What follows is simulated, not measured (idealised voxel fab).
The following process module bears the name voxel self aligned vias.
The figure presents cross-section cut, which has a width of 285 nm and is divided into square cells with an edge length of 5 nm.
The cross-sections in this document take the form of a grid made of square cells. They are written out as bands, in order from top to bottom. Each band consists of one or more rows of cells.
Each band's line starts with the height of the band's top and of its bottom, in nm. Then come its materials from left to right, each with its width in nm. One material with "everywhere" fills the band from edge to edge. "empty" is empty space.
Heads up on the height convention: 0 is the point under which the incoming wafer is all one material, and the lowest band has no bottom, it just keeps going down, like "0 and below".
Per-row width for "30->40": begins at first number (top row of band), ends at second number (bottom row), increment between rows held constant.
"nothing was modified" after a step means that no cell of the cross-section changed.
Empty spaces without an open route to the top, at least 8 cells in extent, make up the entry "Closed-off voids"; each is given as width x height at distance, where the distance is measured from the left edge, and all are in nm.
Where a step's line continues beyond its settings, the continuation is a remark by the simulator itself on that step.
overlay nm, on a step with a mask: how far to the right of its planned place the mask lay; to the left if negative
[The following list gives the planned process steps]
1) op RECEIVE | material Si
2) op CONFORMAL_DEP | material SiO2 | thk nm 15
3) op CONFORMAL_DEP | material SiCN | thk nm 5
4) op DIRECTIONAL_DEP | material SiO2 | thk nm 25
5) op DIRECTIONAL_DEP | material aC | thk nm 10
6) op PATTERN | tone open | mask id LINES | material resist | width nm 25 | pitch nm 65 | thk nm 25 | overlay nm 0
7) op DIRECTIONAL_ETCH | etch materials aC | depth nm 10
8) op STRIP | etch materials resist
9) op DIRECTIONAL_ETCH | etch materials SiO2 | depth nm 25
10) op STRIP | etch materials aC
11) op CONFORMAL_DEP | material TiN | thk nm 5
12) op FILL_DEP | material Ru | thk nm 5
13) op CMP | height nm 45
14) op SELECTIVE_ETCH | etch materials W Ru TiN | depth nm 10
15) op FILL_DEP | material SiN | thk nm 10
16) op CMP | height nm 45
17) op DIRECTIONAL_DEP | material SiO2 | thk nm 20
18) op PATTERN | tone open | mask id VIAS | material resist | width nm 45 | pitch nm 130 | thk nm 15 | overlay nm 0
19) op DIRECTIONAL_ETCH | etch materials SiO2 | depth nm 20
20) op DIRECTIONAL_ETCH | etch materials SiN | depth nm 10
21) op STRIP | etch materials resist
22) op CONFORMAL_DEP | material TiN | thk nm 5
23) op FILL_DEP | material Cu | thk nm 10
24) op CMP | height nm 65
25) op CONFORMAL_DEP | material SiCN | thk nm 5
[as received, after step 1]
* 0 and below | Si everywhere
* Closed-off voids: none
[End-of-module XS, first of two wafers, run as planned]
* 70 down to 65 | SiCN everywhere
* 65 down to 50 | SiO2 (55), TiN (5), Cu (35), TiN (5), SiO2 (85), TiN (5), Cu (35), TiN (5), SiO2 (55)
* 50 down to 45 | SiO2 (55), TiN (15), Cu (15), TiN (15), SiO2 (85), TiN (15), Cu (15), TiN (15), SiO2 (55)
* 45 down to 40 | SiO2 (65), TiN (5), Cu (15), TiN (5), SiO2 (40), SiN (25), SiO2 (40), TiN (5), Cu (15), TiN (5), SiO2 (65)
* 40 down to 35 | SiO2 (65), TiN (25), SiO2 (40), SiN (25), SiO2 (40), TiN (25), SiO2 (65)
* 35 down to 25 | SiO2 (65), TiN (5), Ru (15), TiN (5), SiO2 (40), TiN (5), Ru (15), TiN (5), SiO2 (40), TiN (5), Ru (15), TiN (5), SiO2 (65)
* 25 down to 20 | SiO2 (65), TiN (25), SiO2 (40), TiN (25), SiO2 (40), TiN (25), SiO2 (65)
* 20 down to 15 | SiCN everywhere
* 15 down to 0 | SiO2 everywhere
* 0 and below | Si everywhere
* Closed-off voids: none
[Same start, same plan as the first wafer - but one mistake in the run. Cross-section of the second of the two at the end of the module]
* 65 down to 60 | SiCN everywhere
* 60 down to 50 | SiO2 (55), TiN (5), Cu (35), TiN (5), SiO2 (85), TiN (5), Cu (35), TiN (5), SiO2 (55)
* 50 down to 45 | SiO2 (55), TiN (15), Cu (15), TiN (15), SiO2 (85), TiN (15), Cu (15), TiN (15), SiO2 (55)
* 45 down to 40 | SiO2 (65), TiN (5), Cu (15), TiN (5), SiO2 (40), SiN (25), SiO2 (40), TiN (5), Cu (15), TiN (5), SiO2 (65)
* 40 down to 35 | SiO2 (65), TiN (25), SiO2 (40), SiN (25), SiO2 (40), TiN (25), SiO2 (65)
* 35 down to 25 | SiO2 (65), TiN (5), Ru (15), TiN (5), SiO2 (40), TiN (5), Ru (15), TiN (5), SiO2 (40), TiN (5), Ru (15), TiN (5), SiO2 (65)
* 25 down to 20 | SiO2 (65), TiN (25), SiO2 (40), TiN (25), SiO2 (40), TiN (25), SiO2 (65)
* 20 down to 15 | SiCN everywhere
* 15 down to 0 | SiO2 everywhere
* 0 and below | Si everywhere
* Closed-off voids: none
Finding, execution versus plan: step 24 was not run as planned; what actually ran was op CMP | height nm 60
The final cell counts differ between the wafers, with the second having more or fewer of some materials than the first: 14 fewer of Cu, 39 fewer of SiO2, 4 fewer of TiN
